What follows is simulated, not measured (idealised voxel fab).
Presented below is a process module, voxel double patterning.
Each square cell in cross-section cut measures 5 nm, and the section as a whole is 180 nm wide.
For the purposes of this document, a cross-section shall be understood as a grid of square cells, specified as bands listed in top-to-bottom order, each band consisting of one or more rows of cells. In this notation a band is specified by the heights of its top and bottom, in that order and in nm, after which its materials appear from left to right, each paired with its width in nm. The word "throughout" attached to a single material means that material fills the band from edge to edge; the word "blank" stands for empty space. Height datum 0, below which the as-received substrate wafer is one material. Lowest band open at the bottom, running downward: "0 down". When a width is written as two numbers, as in "30->40", the first number is the width in the top row of cells of the band and the second is the width in its bottom row, and the width changes by the same amount from each row to the next. No cell of the cross-section changed in a step that is given as "all unchanged". Basically, "Fully sealed cavities" tells you about the enclosed voids: empty spaces with no open way to the top, 8 cells or bigger, each written width x height at distance, where distance is from the left edge, all in nm. Post-settings text on a step line: simulator's own remark regarding the step. If you see "overlay nm" on a step's line and that step has a mask, it's telling you how far right of where it was planned the mask ended up; a negative number means it went left instead.

[plan]
1,RECEIVE: material Si
2,CONFORMAL_DEP: material SiO2, thk nm 10
3,DIRECTIONAL_DEP: material polySi, thk nm 20
4,DIRECTIONAL_DEP: material SiN, thk nm 5
5,DIRECTIONAL_DEP: material aC, thk nm 10
6,PATTERN: tone open, mask id FIRST, material resist, width nm 15, pitch nm 50, thk nm 25, overlay nm 0
7,DIRECTIONAL_ETCH: etch materials aC, depth nm 10
8,STRIP: etch materials resist
9,DIRECTIONAL_ETCH: etch materials SiN, depth nm 5
10,STRIP: etch materials aC
11,DIRECTIONAL_DEP: material aC, thk nm 15
12,PATTERN: tone open, mask id SECOND, material resist, width nm 15, pitch nm 50, thk nm 30, overlay nm 0
13,DIRECTIONAL_ETCH: etch materials aC, depth nm 15
14,STRIP: etch materials resist
15,DIRECTIONAL_ETCH: etch materials SiN, depth nm 5
16,STRIP: etch materials aC
17,DIRECTIONAL_ETCH: etch materials polySi, depth nm 20
18,STRIP: etch materials SiN

[This is the cross-section of the wafer as we received it, i.e. after step 1]
> 0 down: Si throughout
> Fully sealed cavities: none

[End-of-module cross-section of the first of two wafers, processed as planned]
> 30 to 10: polySi=30, then blank=15, then polySi=10, then blank=15, then polySi=10, then blank=15, then polySi=10, then blank=15, then polySi=10, then blank=15, then polySi=35
> 10 to 0: SiO2 throughout
> 0 down: Si throughout
> Fully sealed cavities: none

[Now the second wafer, cross-sectioned at the end of the module. Nothing different at the start, nothing different in the plan compared with the first, just one mistake when it was actually run]
> 20 to 0: polySi=30, then blank=15, then polySi=10, then blank=15, then polySi=10, then blank=15, then polySi=10, then blank=15, then polySi=10, then blank=15, then polySi=35
> 0 down: Si throughout
> Fully sealed cavities: none
Diagnosis: not run: step 2 of the plan (skipped)
Final comparison by cell count, materials where the second wafer has more or fewer than the first: -72 SiO2
